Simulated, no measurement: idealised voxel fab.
process module | voxel self aligned contacts
cross-section cut | 220 nm wide | cells 5 nm
A cross-section is a grid of square cells, given in bands from the top down. A band is one or more rows of cells.
Each band's line starts with the height of the band's top and of its bottom, in nm. Then come its materials from left to right, each with its width in nm. One material with "throughout" fills the band from edge to edge. "air" is empty space.
Height 0 is the level under which the wafer as received is all one material. The lowest band goes on downwards, as in "0 down".
A width such as "30 to 40" changes by the same amount from each row of cells to the next, from the band's top row to its bottom row.
"no change" after a step means that no cell of the cross-section changed.
closed voids: empty space of 8 cells or more with no open way to the top, each as width x height at its distance from the left edge, in nm
after a step's settings: what the simulator itself notes on the step
overlay nm, on a step with a mask: how far to the right of its planned place the mask lay; to the left if negative
plan
1 op RECEIVE | material Si
2 op OXIDIZE | depth nm 5
3 op DIRECTIONAL_DEP | material polySi | thk nm 25
4 op DIRECTIONAL_DEP | material SiN | thk nm 20
5 op PATTERN | tone cover | mask id GATE | material resist | width nm 25 | pitch nm 55 | thk nm 20 | overlay nm 0
6 op DIRECTIONAL_ETCH | etch materials SiN | depth nm 20
7 op DIRECTIONAL_ETCH | etch materials polySi | depth nm 25
8 op STRIP | etch materials resist
9 op CONFORMAL_DEP | material SiN | thk nm 5
10 op DIRECTIONAL_ETCH | etch materials SiN | depth nm 5
11 op FILL_DEP | material SiO2 | thk nm 15
12 op CMP | height nm 50
13 op PATTERN | tone open | mask id CONTACT | material resist | width nm 40 | thk nm 20 | overlay nm -15
14 op DIRECTIONAL_ETCH | etch materials SiO2 | depth nm 55
15 op STRIP | etch materials resist
16 op CONFORMAL_DEP | material TiN | thk nm 5
17 op FILL_DEP | material Ru | thk nm 10
18 op CMP | height nm 50
19 op CONFORMAL_DEP | material SiN | thk nm 5
varied across the wafers: overlay nm of step 13. The plan shows the first wafer's value. All wafers start alike
first wafer as received, after step 1
  0 down: Si throughout
  closed voids: none
each wafer at the end: cells of each material gained (+) or lost (-) since it was received, then its closed voids
overlay nm -15 | +10 Ru | -44 Si | +120 SiN | +320 SiO2 | +28 TiN | +50 polySi | closed voids: none
overlay nm -10 | +20 Ru | -44 Si | +120 SiN | +310 SiO2 | +28 TiN | +50 polySi | closed voids: none
overlay nm -5 | +20 Ru | -44 Si | +120 SiN | +310 SiO2 | +28 TiN | +50 polySi | closed voids: none
overlay nm 0 | +20 Ru | -44 Si | +120 SiN | +310 SiO2 | +28 TiN | +50 polySi | closed voids: none
overlay nm 5 | +20 Ru | -44 Si | +120 SiN | +310 SiO2 | +28 TiN | +50 polySi | closed voids: none
overlay nm 10 | +20 Ru | -44 Si | +120 SiN | +310 SiO2 | +28 TiN | +50 polySi | closed voids: none
overlay nm 15 | +10 Ru | -44 Si | +120 SiN | +320 SiO2 | +28 TiN | +50 polySi | closed voids: none
